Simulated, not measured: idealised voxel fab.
Title: Process Module voxel gate over fins
Cross-section cut: width 280 nm, square cells of 5 nm.
This document writes a cross-section as a grid whose cells are square, and gives it as bands, listed from the top down; one or more rows of cells form a band.
Band: top height; bottom height; in nm. Then, left to right: material with width in nm, for each material. "everywhere": a single material spanning edge to edge. "blank": empty space.
We count height from 0. Below that, the starting wafer is all one material. The lowest band never ends at the bottom but goes on down; see "z 0 and below" for how that is written.
Read "30..40" as a graded width: first number on top, second number at the bottom, same change between each pair of neighbouring rows.
A step reported as "all unchanged" is a step in which no cell of the cross-section changed.
"Closed internal cavities": empty spaces of 8 cells or more with no open way to the top, each given as width x height at distance, distance from the left edge, all in nm.
On each step's line, the part that comes after the settings is the simulator's own comment on the step.
"overlay nm" on a masked step: distance the mask lay right of its planned place, negative for left.
### Process steps foreseen in the plan
1 op RECEIVE | material Si
2 op CONFORMAL_DEP | material SiN | thk nm 10
3 op DIRECTIONAL_DEP | material aC | thk nm 10
4 op PATTERN | tone cover | mask id FINS | material resist | width nm 15 | pitch nm 60 | thk nm 30 | overlay nm 0
5 op DIRECTIONAL_ETCH | etch materials aC | depth nm 10
6 op STRIP | etch materials resist
7 op DIRECTIONAL_ETCH | etch materials SiN | depth nm 10
8 op DIRECTIONAL_ETCH | etch materials Si | depth nm 35
9 op STRIP | etch materials aC
10 op FILL_DEP | material SiO2 | thk nm 15
11 op CMP | height nm 10
12 op DIRECTIONAL_DEP | material aC | thk nm 10
13 op PATTERN | tone open | mask id RAIL | material resist | width nm 15 | thk nm 25 | overlay nm 0
14 op DIRECTIONAL_ETCH | etch materials aC | depth nm 10
15 op STRIP | etch materials resist
16 op DIRECTIONAL_ETCH | etch materials SiO2 | depth nm 40
17 op STRIP | etch materials aC
18 op CONFORMAL_DEP | material TiN | thk nm 5
19 op FILL_DEP | material W | thk nm 5
20 op CMP | height nm 10
21 op SELECTIVE_ETCH | etch materials W Ru TiN | depth nm 30
22 op FILL_DEP | material SiO2 | thk nm 5
23 op CMP | height nm 10
24 op SELECTIVE_ETCH | etch materials SiO2 | depth nm 25
25 op STRIP | etch materials SiN
26 op CONFORMAL_DEP | material HfO2 | thk nm 5
27 op CONFORMAL_DEP | material TiN | thk nm 5
28 op CONFORMAL_DEP | material TiAl | thk nm 5
29 op CONFORMAL_DEP | material TiN | thk nm 5
30 op FILL_DEP | material W | thk nm 10
31 op CMP | height nm 25
32 op CONFORMAL_DEP | material SiCN | thk nm 10
### What follows covers the first of two wafers; it ran as planned
### Cross-section of the wafer upon arrival, representing the state reached after step 1
* z 0 and below = Si everywhere
* Closed internal cavities: none
### After step 2, in cross-section
* z 10 to 0 = SiN everywhere
* Unchanged below 0.
### After step 3, in cross-section
* z 20 to 10 = aC everywhere
* Unchanged below 10.
### After step 4, in cross-section
* z 50 to 20 = blank: 40, then resist: 15, then blank: 45, then resist: 15, then blank: 45, then resist: 15, then blank: 45, then resist: 15, then blank: 45
* Unchanged below 20.
### After step 5, in cross-section
* z 40 to 20 = blank: 40, then resist: 15, then blank: 45, then resist: 15, then blank: 45, then resist: 15, then blank: 45, then resist: 15, then blank: 45
* z 20 to 10 = blank: 40, then aC: 15, then blank: 45, then aC: 15, then blank: 45, then aC: 15, then blank: 45, then aC: 15, then blank: 45
* Unchanged below 10.
### After step 6, in cross-section
* z 20 to 10 = blank: 40, then aC: 15, then blank: 45, then aC: 15, then blank: 45, then aC: 15, then blank: 45, then aC: 15, then blank: 45
* Unchanged below 10.
### After step 7, in cross-section
* z 20 to 10 = blank: 40, then aC: 15, then blank: 45, then aC: 15, then blank: 45, then aC: 15, then blank: 45, then aC: 15, then blank: 45
* z 10 to 0 = blank: 40, then SiN: 15, then blank: 45, then SiN: 15, then blank: 45, then SiN: 15, then blank: 45, then SiN: 15, then blank: 45
* Unchanged below 0.
### After step 8, in cross-section
* z 20 to 10 = blank: 40, then aC: 15, then blank: 45, then aC: 15, then blank: 45, then aC: 15, then blank: 45, then aC: 15, then blank: 45
* z 10 to 0 = blank: 40, then SiN: 15, then blank: 45, then SiN: 15, then blank: 45, then SiN: 15, then blank: 45, then SiN: 15, then blank: 45
* z 0 to -35 = blank: 40, then Si: 15, then blank: 45, then Si: 15, then blank: 45, then Si: 15, then blank: 45, then Si: 15, then blank: 45
* Unchanged below -35.
### After step 9, in cross-section
* z 10 to 0 = blank: 40, then SiN: 15, then blank: 45, then SiN: 15, then blank: 45, then SiN: 15, then blank: 45, then SiN: 15, then blank: 45
* Unchanged below 0.
### After step 10, in cross-section
* z 25 to 10 = SiO2 everywhere
* z 10 to 0 = SiO2: 40, then SiN: 15, then SiO2: 45, then SiN: 15, then SiO2: 45, then SiN: 15, then SiO2: 45, then SiN: 15, then SiO2: 45
* z 0 to -35 = SiO2: 40, then Si: 15, then SiO2: 45, then Si: 15, then SiO2: 45, then Si: 15, then SiO2: 45, then Si: 15, then SiO2: 45
* Unchanged below -35.
### After step 11, in cross-section
* z 10 to 0 = SiO2: 40, then SiN: 15, then SiO2: 45, then SiN: 15, then SiO2: 45, then SiN: 15, then SiO2: 45, then SiN: 15, then SiO2: 45
* Unchanged below 0.
### After step 12, in cross-section
* z 20 to 10 = aC everywhere
* Unchanged below 10.
### After step 13, in cross-section
* z 45 to 20 = resist: 70, then blank: 15, then resist: 195
* Unchanged below 20.
### After step 14, in cross-section
* z 35 to 20 = resist: 70, then blank: 15, then resist: 195
* z 20 to 10 = aC: 70, then blank: 15, then aC: 195
* Unchanged below 10.
### After step 15, in cross-section
* z 20 to 10 = aC: 70, then blank: 15, then aC: 195
* Unchanged below 10.
### After step 16, in cross-section
* z 20 to 10 = aC: 70, then blank: 15, then aC: 195
* z 10 to 0 = SiO2: 40, then SiN: 15, then SiO2: 15, then blank: 15, then SiO2: 15, then SiN: 15, then SiO2: 45, then SiN: 15, then SiO2: 45, then SiN: 15, then SiO2: 45
* z 0 to -30 = SiO2: 40, then Si: 15, then SiO2: 15, then blank: 15, then SiO2: 15, then Si: 15, then SiO2: 45, then Si: 15, then SiO2: 45, then Si: 15, then SiO2: 45
* Unchanged below -30.
### After step 17, in cross-section
* z 10 to 0 = SiO2: 40, then SiN: 15, then SiO2: 15, then blank: 15, then SiO2: 15, then SiN: 15, then SiO2: 45, then SiN: 15, then SiO2: 45, then SiN: 15, then SiO2: 45
* Unchanged below 0.
### After step 18, in cross-section
* z 15 to 10 = TiN: 75, then blank: 5, then TiN: 200
* z 10 to 0 = SiO2: 40, then SiN: 15, then SiO2: 15, then TiN: 5, then blank: 5, then TiN: 5, then SiO2: 15, then SiN: 15, then SiO2: 45, then SiN: 15, then SiO2: 45, then SiN: 15, then SiO2: 45
* z 0 to -25 = SiO2: 40, then Si: 15, then SiO2: 15, then TiN: 5, then blank: 5, then TiN: 5, then SiO2: 15, then Si: 15, then SiO2: 45, then Si: 15, then SiO2: 45, then Si: 15, then SiO2: 45
* z -25 to -30 = SiO2: 40, then Si: 15, then SiO2: 15, then TiN: 15, then SiO2: 15, then Si: 15, then SiO2: 45, then Si: 15, then SiO2: 45, then Si: 15, then SiO2: 45
* Unchanged below -30.
### After step 19, in cross-section
* z 20 to 15 = W everywhere
* z 15 to 10 = TiN: 75, then W: 5, then TiN: 200
* z 10 to 0 = SiO2: 40, then SiN: 15, then SiO2: 15, then TiN: 5, then W: 5, then TiN: 5, then SiO2: 15, then SiN: 15, then SiO2: 45, then SiN: 15, then SiO2: 45, then SiN: 15, then SiO2: 45
* z 0 to -25 = SiO2: 40, then Si: 15, then SiO2: 15, then TiN: 5, then W: 5, then TiN: 5, then SiO2: 15, then Si: 15, then SiO2: 45, then Si: 15, then SiO2: 45, then Si: 15, then SiO2: 45
* Unchanged below -25.
### After step 20, in cross-section
* z 10 to 0 = SiO2: 40, then SiN: 15, then SiO2: 15, then TiN: 5, then W: 5, then TiN: 5, then SiO2: 15, then SiN: 15, then SiO2: 45, then SiN: 15, then SiO2: 45, then SiN: 15, then SiO2: 45
* Unchanged below 0.
### After step 21, in cross-section
* z 10 to 0 = SiO2: 40, then SiN: 15, then SiO2: 15, then blank: 15, then SiO2: 15, then SiN: 15, then SiO2: 45, then SiN: 15, then SiO2: 45, then SiN: 15, then SiO2: 45
* z 0 to -20 = SiO2: 40, then Si: 15, then SiO2: 15, then blank: 15, then SiO2: 15, then Si: 15, then SiO2: 45, then Si: 15, then SiO2: 45, then Si: 15, then SiO2: 45
* Unchanged below -20.
### After step 22, in cross-section
* z 15 to 10 = SiO2 everywhere
* z 10 to 0 = SiO2: 40, then SiN: 15, then SiO2: 45, then SiN: 15, then SiO2: 45, then SiN: 15, then SiO2: 45, then SiN: 15, then SiO2: 45
* z 0 to -20 = SiO2: 40, then Si: 15, then SiO2: 45, then Si: 15, then SiO2: 45, then Si: 15, then SiO2: 45, then Si: 15, then SiO2: 45
* Unchanged below -20.
### After step 23, in cross-section
* z 10 to 0 = SiO2: 40, then SiN: 15, then SiO2: 45, then SiN: 15, then SiO2: 45, then SiN: 15, then SiO2: 45, then SiN: 15, then SiO2: 45
* Unchanged below 0.
### After step 24, in cross-section
* z 10 to 0 = blank: 40, then SiN: 15, then blank: 45, then SiN: 15, then blank: 45, then SiN: 15, then blank: 45, then SiN: 15, then blank: 45
* z 0 to -15 = blank: 40, then Si: 15, then blank: 45, then Si: 15, then blank: 45, then Si: 15, then blank: 45, then Si: 15, then blank: 45
* Unchanged below -15.
### After step 25, in cross-section
* z 0 to -15 = blank: 40, then Si: 15, then blank: 45, then Si: 15, then blank: 45, then Si: 15, then blank: 45, then Si: 15, then blank: 45
* Unchanged below -15.
### After step 26, in cross-section
* z 5 to 0 = blank: 35, then HfO2: 25, then blank: 35, then HfO2: 25, then blank: 35, then HfO2: 25, then blank: 35, then HfO2: 25, then blank: 40
* z 0 to -10 = blank: 35, then HfO2: 5, then Si: 15, then HfO2: 5, then blank: 35, then HfO2: 5, then Si: 15, then HfO2: 5, then blank: 35, then HfO2: 5, then Si: 15, then HfO2: 5, then blank: 35, then HfO2: 5, then Si: 15, then HfO2: 5, then blank: 40
* z -10 to -15 = HfO2: 40, then Si: 15, then HfO2: 45, then Si: 15, then HfO2: 45, then Si: 15, then HfO2: 45, then Si: 15, then HfO2: 45
* Unchanged below -15.
### After step 27, in cross-section
* z 10 to 5 = blank: 30, then TiN: 35, then blank: 25, then TiN: 35, then blank: 25, then TiN: 35, then blank: 25, then TiN: 35, then blank: 35
* z 5 to 0 = blank: 30, then TiN: 5, then HfO2: 25, then TiN: 5, then blank: 25, then TiN: 5, then HfO2: 25, then TiN: 5, then blank: 25, then TiN: 5, then HfO2: 25, then TiN: 5, then blank: 25, then TiN: 5, then HfO2: 25, then TiN: 5, then blank: 35
* z 0 to -5 = blank: 30, then TiN: 5, then HfO2: 5, then Si: 15, then HfO2: 5, then TiN: 5, then blank: 25, then TiN: 5, then HfO2: 5, then Si: 15, then HfO2: 5, then TiN: 5, then blank: 25, then TiN: 5, then HfO2: 5, then Si: 15, then HfO2: 5, then TiN: 5, then blank: 25, then TiN: 5, then HfO2: 5, then Si: 15, then HfO2: 5, then TiN: 5, then blank: 35
* z -5 to -10 = TiN: 35, then HfO2: 5, then Si: 15, then HfO2: 5, then TiN: 35, then HfO2: 5, then Si: 15, then HfO2: 5, then TiN: 35, then HfO2: 5, then Si: 15, then HfO2: 5, then TiN: 35, then HfO2: 5, then Si: 15, then HfO2: 5, then TiN: 40
* Unchanged below -10.
### After step 28, in cross-section
* z 15 to 10 = blank: 25, then TiAl: 45, then blank: 15, then TiAl: 45, then blank: 15, then TiAl: 45, then blank: 15, then TiAl: 45, then blank: 30
* z 10 to 5 = blank: 25, then TiAl: 5, then TiN: 35, then TiAl: 5, then blank: 15, then TiAl: 5, then TiN: 35, then TiAl: 5, then blank: 15, then TiAl: 5, then TiN: 35, then TiAl: 5, then blank: 15, then TiAl: 5, then TiN: 35, then TiAl: 5, then blank: 30
* z 5 to 0 = blank: 25, then TiAl: 5, then TiN: 5, then HfO2: 25, then TiN: 5, then TiAl: 5, then blank: 15, then TiAl: 5, then TiN: 5, then HfO2: 25, then TiN: 5, then TiAl: 5, then blank: 15, then TiAl: 5, then TiN: 5, then HfO2: 25, then TiN: 5, then TiAl: 5, then blank: 15, then TiAl: 5, then TiN: 5, then HfO2: 25, then TiN: 5, then TiAl: 5, then blank: 30
* z 0 to -5 = TiAl: 30, then TiN: 5, then HfO2: 5, then Si: 15, then HfO2: 5, then TiN: 5, then TiAl: 25, then TiN: 5, then HfO2: 5, then Si: 15, then HfO2: 5, then TiN: 5, then TiAl: 25, then TiN: 5, then HfO2: 5, then Si: 15, then HfO2: 5, then TiN: 5, then TiAl: 25, then TiN: 5, then HfO2: 5, then Si: 15, then HfO2: 5, then TiN: 5, then TiAl: 35
* Unchanged below -5.
### After step 29, in cross-section
* z 20 to 15 = blank: 20, then TiN: 55, then blank: 5, then TiN: 55, then blank: 5, then TiN: 55, then blank: 5, then TiN: 55, then blank: 25
* z 15 to 10 = blank: 20, then TiN: 5, then TiAl: 45, then TiN: 5, then blank: 5, then TiN: 5, then TiAl: 45, then TiN: 5, then blank: 5, then TiN: 5, then TiAl: 45, then TiN: 5, then blank: 5, then TiN: 5, then TiAl: 45, then TiN: 5, then blank: 25
* z 10 to 5 = blank: 20, then TiN: 5, then TiAl: 5, then TiN: 35, then TiAl: 5, then TiN: 5, then blank: 5, then TiN: 5, then TiAl: 5, then TiN: 35, then TiAl: 5, then TiN: 5, then blank: 5, then TiN: 5, then TiAl: 5, then TiN: 35, then TiAl: 5, then TiN: 5, then blank: 5, then TiN: 5, then TiAl: 5, then TiN: 35, then TiAl: 5, then TiN: 5, then blank: 25
* z 5 to 0 = TiN: 25, then TiAl: 5, then TiN: 5, then HfO2: 25, then TiN: 5, then TiAl: 5, then TiN: 15, then TiAl: 5, then TiN: 5, then HfO2: 25, then TiN: 5, then TiAl: 5, then TiN: 15, then TiAl: 5, then TiN: 5, then HfO2: 25, then TiN: 5, then TiAl: 5, then TiN: 15, then TiAl: 5, then TiN: 5, then HfO2: 25, then TiN: 5, then TiAl: 5, then TiN: 30
* Unchanged below 0.
### After step 30, in cross-section
* z 30 to 20 = W everywhere
* z 20 to 15 = W: 20, then TiN: 55, then W: 5, then TiN: 55, then W: 5, then TiN: 55, then W: 5, then TiN: 55, then W: 25
* z 15 to 10 = W: 20, then TiN: 5, then TiAl: 45, then TiN: 5, then W: 5, then TiN: 5, then TiAl: 45, then TiN: 5, then W: 5, then TiN: 5, then TiAl: 45, then TiN: 5, then W: 5, then TiN: 5, then TiAl: 45, then TiN: 5, then W: 25
* z 10 to 5 = W: 20, then TiN: 5, then TiAl: 5, then TiN: 35, then TiAl: 5, then TiN: 5, then W: 5, then TiN: 5, then TiAl: 5, then TiN: 35, then TiAl: 5, then TiN: 5, then W: 5, then TiN: 5, then TiAl: 5, then TiN: 35, then TiAl: 5, then TiN: 5, then W: 5, then TiN: 5, then TiAl: 5, then TiN: 35, then TiAl: 5, then TiN: 5, then W: 25
* Unchanged below 5.
### After step 31, in cross-section
* z 25 to 20 = W everywhere
* Unchanged below 20.
### After step 32, in cross-section
* z 35 to 25 = SiCN everywhere
* Unchanged below 25.
### Okay, second wafer. Nothing different at the start, nothing different in the plan, just one mistake somewhere in the running. As far as step 27, counting that step, it's the first wafer all over again
### Cross-section of the second wafer corresponding to the planned conclusion of step 28
* z 15 to 5 = blank: 25, then TiN: 45, then blank: 15, then TiN: 45, then blank: 15, then TiN: 45, then blank: 15, then TiN: 45, then blank: 30
* z 5 to 0 = blank: 25, then TiN: 10, then HfO2: 25, then TiN: 10, then blank: 15, then TiN: 10, then HfO2: 25, then TiN: 10, then blank: 15, then TiN: 10, then HfO2: 25, then TiN: 10, then blank: 15, then TiN: 10, then HfO2: 25, then TiN: 10, then blank: 30
* z 0 to -10 = TiN: 35, then HfO2: 5, then Si: 15, then HfO2: 5, then TiN: 35, then HfO2: 5, then Si: 15, then HfO2: 5, then TiN: 35, then HfO2: 5, then Si: 15, then HfO2: 5, then TiN: 35, then HfO2: 5, then Si: 15, then HfO2: 5, then TiN: 40
* Unchanged below -10.
### Cross-section of the second wafer corresponding to the planned conclusion of step 29
* z 20 to 15 = blank: 20, then TiAl: 55, then blank: 5, then TiAl: 55, then blank: 5, then TiAl: 55, then blank: 5, then TiAl: 55, then blank: 25
* z 15 to 5 = blank: 20, then TiAl: 5, then TiN: 45, then TiAl: 5, then blank: 5, then TiAl: 5, then TiN: 45, then TiAl: 5, then blank: 5, then TiAl: 5, then TiN: 45, then TiAl: 5, then blank: 5, then TiAl: 5, then TiN: 45, then TiAl: 5, then blank: 25
* z 5 to 0 = TiAl: 25, then TiN: 10, then HfO2: 25, then TiN: 10, then TiAl: 15, then TiN: 10, then HfO2: 25, then TiN: 10, then TiAl: 15, then TiN: 10, then HfO2: 25, then TiN: 10, then TiAl: 15, then TiN: 10, then HfO2: 25, then TiN: 10, then TiAl: 30
* Unchanged below 0.
### Cross-section of the second wafer corresponding to the planned conclusion of step 30
* z 30 to 20 = W everywhere
* z 20 to 15 = W: 20, then TiAl: 55, then W: 5, then TiAl: 55, then W: 5, then TiAl: 55, then W: 5, then TiAl: 55, then W: 25
* z 15 to 5 = W: 20, then TiAl: 5, then TiN: 45, then TiAl: 5, then W: 5, then TiAl: 5, then TiN: 45, then TiAl: 5, then W: 5, then TiAl: 5, then TiN: 45, then TiAl: 5, then W: 5, then TiAl: 5, then TiN: 45, then TiAl: 5, then W: 25
* Unchanged below 5.
### Cross-section of the second wafer corresponding to the planned conclusion of step 31
* z 25 to 20 = W everywhere
* Unchanged below 20.
### Cross-section of the second wafer corresponding to the planned conclusion of step 32
* z 35 to 25 = SiCN everywhere
* Unchanged below 25.
It is concluded that the wafer was processed incorrectly with respect to the plan, in that swap of plan steps 28 and 29 during execution
By the end, you'd get the same cell count for each material on either wafer, but the second wafer puts them somewhere else.
